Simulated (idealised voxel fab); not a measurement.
You're looking at the process module voxel released beams.
This is section cut - it's 255 nm across, gridded in 5 nm square cells.
Each cross-section below is a grid of square cells, stated as bands in top-down order, with one or more rows of cells making up each band.
Each band's line starts with the height of the band's top and of its bottom, in nm. Then come its materials from left to right, each with its width in nm. One material with "full width" fills the band from edge to edge. "blank" is empty space.
It should be noted that heights are counted from 0, beneath which the wafer as supplied is of one material throughout, and that the lowest band possesses no lower boundary but continues downward, as written in "0 nm and below".
The width entry "30->40" should be interpreted row by row: the top row of cells in the band takes the first number, the bottom row takes the second number, and the change between adjacent rows is uniform throughout.
A step reported as "no change" is a step in which no cell of the cross-section changed.
"Sealed void inventory" - sealed voids, min. 8 cells, no opening to top; format: width x height at distance (distance from left edge; nm throughout).
The remark found on a step's line after its settings is issued by the simulator itself and pertains to that step.
overlay nm: for a step with a mask, the amount by which the mask lay right of where it was planned; a negative amount means left of it.
**Process steps - plan**
1. RECEIVE [material Si]
2. CONFORMAL_DEP [material Al2O3] [thk nm 10]
3. DIRECTIONAL_DEP [material SiO2] [thk nm 15]
4. PATTERN [tone open] [mask id ANCHOR] [material resist] [width nm 35] [thk nm 15] [overlay nm 0]
5. DIRECTIONAL_ETCH [etch materials SiO2] [depth nm 15]
6. STRIP [etch materials resist]
7. CONFORMAL_DEP [material polySi] [thk nm 10]
8. PATTERN [tone cover] [mask id BEAM] [material resist] [width nm 120] [thk nm 15] [overlay nm -15]
9. DIRECTIONAL_ETCH [etch materials polySi] [depth nm 10]
10. STRIP [etch materials resist]
11. STRIP [etch materials SiO2]
For this document, wafers share an identical start and vary in the step 8 overlay nm; the plan quotes the first wafer's value.
**As received, i.e. after step 1: cross-section through the first of several wafers**
    0 nm and below: Si full width
    Sealed void inventory: none
**Below: a row per wafer. Contents at end of module: for every material, cells gained since receipt (+) or lost since receipt (-); then closed voids**
overlay nm -15; +102 Al2O3; +60 polySi; Sealed void inventory: none
overlay nm -10; +102 Al2O3; +60 polySi; Sealed void inventory: none
overlay nm -5; +102 Al2O3; +60 polySi; Sealed void inventory: none
overlay nm 0; +102 Al2O3; +60 polySi; Sealed void inventory: none
overlay nm 5; +102 Al2O3; +60 polySi; Sealed void inventory: none
overlay nm 10; +102 Al2O3; +60 polySi; Sealed void inventory: none
overlay nm 15; +102 Al2O3; +60 polySi; Sealed void inventory: none
